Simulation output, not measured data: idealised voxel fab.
Herein follows the process module entitled voxel wiring stack.
Square cell edge 5 nm, section width 260 nm, ID cut.
In this document a cross-section is written as a grid of square cells. It is given as a series of bands, listed from the top down, and a band is one or more rows of cells.
Top, bottom (nm), then materials left to right with widths (nm); lone material tagged "edge to edge" fills the whole band edge to edge; "air" = empty space.
We count height from 0. Below that, the starting wafer is all one material. The lowest band never ends at the bottom but goes on down; see "top 0, no bottom" for how that is written.
A width such as "30->40" changes by the same amount from each row of cells to the next, from the band's top row to its bottom row.
The designation "no change occurred", where it is given for a processing step, indicates that no cell of the cross-section was altered in the course of that step.
"Enclosed void catalog" contains a list of empty spaces, each no smaller than 8 cells and without an open way to the top, written in the form width x height at distance with the distance from the left edge and all three in nm.
Past the settings on a step's line: simulator remark, on that step.
"overlay nm", when on a step's line for a step with a mask, measures how far to the right of its planned place the mask lay; a negative measure means to the left.
[So here's the lineup of process steps we planned]
1) RECEIVE [material Si]
2) CONFORMAL_DEP [material SiO2] [thk nm 15]
3) CONFORMAL_DEP [material SiN] [thk nm 5]
4) DIRECTIONAL_DEP [material lowk] [thk nm 25]
5) DIRECTIONAL_DEP [material aC] [thk nm 10]
6) PATTERN [tone open] [mask id METAL_1] [material resist] [width nm 25] [pitch nm 40] [thk nm 30] [overlay nm 0]
7) DIRECTIONAL_ETCH [etch materials aC] [depth nm 10]
8) STRIP [etch materials resist]
9) DIRECTIONAL_ETCH [etch materials lowk] [depth nm 25]
10) DIRECTIONAL_ETCH [etch materials SiN] [depth nm 5]
11) STRIP [etch materials aC]
12) CONFORMAL_DEP [material TiN] [thk nm 5]
13) FILL_DEP [material Ru] [thk nm 10]
14) CMP [height nm 45]
15) EPI [material Ru] [thk nm 5]
16) FILL_DEP [material SiCN] [thk nm 5]
17) DIRECTIONAL_DEP [material lowk] [thk nm 30]
18) DIRECTIONAL_DEP [material aC] [thk nm 10]
19) PATTERN [tone open] [mask id METAL_2_HOLES] [material resist] [width nm 15] [pitch nm 40] [thk nm 25] [overlay nm 0]
20) DIRECTIONAL_ETCH [etch materials aC] [depth nm 10]
21) STRIP [etch materials resist]
22) DIRECTIONAL_ETCH [etch materials lowk] [depth nm 30]
23) STRIP [etch materials aC]
24) PATTERN [tone open] [mask id METAL_2] [material resist] [width nm 25] [pitch nm 40] [thk nm 15] [overlay nm 0]
25) DIRECTIONAL_ETCH [etch materials lowk] [depth nm 15]
26) DIRECTIONAL_ETCH [etch materials SiCN] [depth nm 5]
27) STRIP [etch materials resist]
28) CONFORMAL_DEP [material TiN] [thk nm 5]
29) FILL_DEP [material Cu] [thk nm 5]
30) CMP [height nm 85]
31) CONFORMAL_DEP [material SiN] [thk nm 5]
[as received, after step 1]
    top 0, no bottom | Si edge to edge
    Enclosed void catalog: none
[End-of-module XS, first of two wafers, run as planned]
    top 90, bottom 85 | SiN edge to edge
    top 85, bottom 75 | lowk: 55 | TiN: 5 | Cu: 15 | TiN: 5 | lowk: 15 | TiN: 5 | Cu: 15 | TiN: 5 | lowk: 15 | TiN: 5 | Cu: 15 | TiN: 5 | lowk: 15 | TiN: 5 | Cu: 15 | TiN: 5 | lowk: 60
    top 75, bottom 70 | lowk: 55 | TiN: 5 | Cu: 5 | TiN: 15 | lowk: 15 | TiN: 5 | Cu: 5 | TiN: 15 | lowk: 15 | TiN: 5 | Cu: 5 | TiN: 15 | lowk: 15 | TiN: 5 | Cu: 5 | TiN: 15 | lowk: 60
    top 70, bottom 55 | lowk: 55 | TiN: 5 | Cu: 5 | TiN: 5 | lowk: 25 | TiN: 5 | Cu: 5 | TiN: 5 | lowk: 25 | TiN: 5 | Cu: 5 | TiN: 5 | lowk: 25 | TiN: 5 | Cu: 5 | TiN: 5 | lowk: 70
    top 55, bottom 50 | SiCN: 55 | TiN: 15 | SiCN: 25 | TiN: 15 | SiCN: 25 | TiN: 15 | SiCN: 25 | TiN: 15 | SiCN: 70
    top 50, bottom 45 | SiCN: 50 | Ru: 35 | SiCN: 5 | Ru: 35 | SiCN: 5 | Ru: 35 | SiCN: 5 | Ru: 35 | SiCN: 55
    top 45, bottom 20 | lowk: 55 | TiN: 5 | Ru: 15 | TiN: 5 | lowk: 15 | TiN: 5 | Ru: 15 | TiN: 5 | lowk: 15 | TiN: 5 | Ru: 15 | TiN: 5 | lowk: 15 | TiN: 5 | Ru: 15 | TiN: 5 | lowk: 60
    top 20, bottom 15 | SiN: 55 | TiN: 25 | SiN: 15 | TiN: 25 | SiN: 15 | TiN: 25 | SiN: 15 | TiN: 25 | SiN: 60
    top 15, bottom 0 | SiO2 edge to edge
    top 0, no bottom | Si edge to edge
    Enclosed void catalog: none
[Here is the second of the two wafers cut open at the end of the module - same start, same plan as the first one, but we made one mistake running it]
    top 90, bottom 85 | SiN edge to edge
    top 85, bottom 80 | SiCN: 55 | TiN: 25 | SiCN: 15 | TiN: 25 | SiCN: 15 | TiN: 25 | SiCN: 15 | TiN: 25 | SiCN: 60
    top 80, bottom 75 | SiCN: 50 | lowk: 35 | SiCN: 5 | lowk: 35 | SiCN: 5 | lowk: 35 | SiCN: 5 | lowk: 35 | SiCN: 55
    top 75, bottom 50 | lowk edge to edge
    top 50, bottom 45 | lowk: 50 | Ru: 35 | lowk: 5 | Ru: 35 | lowk: 5 | Ru: 35 | lowk: 5 | Ru: 35 | lowk: 55
    top 45, bottom 20 | lowk: 55 | TiN: 5 | Ru: 15 | TiN: 5 | lowk: 15 | TiN: 5 | Ru: 15 | TiN: 5 | lowk: 15 | TiN: 5 | Ru: 15 | TiN: 5 | lowk: 15 | TiN: 5 | Ru: 15 | TiN: 5 | lowk: 60
    top 20, bottom 15 | SiN: 55 | TiN: 25 | SiN: 15 | TiN: 25 | SiN: 15 | TiN: 25 | SiN: 15 | TiN: 25 | SiN: 60
    top 15, bottom 0 | SiO2 edge to edge
    top 0, no bottom | Si edge to edge
    Enclosed void catalog: none
Heads up, the wafer didn't run the way we planned it: steps 16 and 17 got flipped, so each one ran where the other should have
Looking at both finished wafers in cells, the second ends up ahead of or behind the first on some materials: 40 fewer of Cu, 8 fewer of SiCN, 48 fewer of TiN, 96 more of lowk
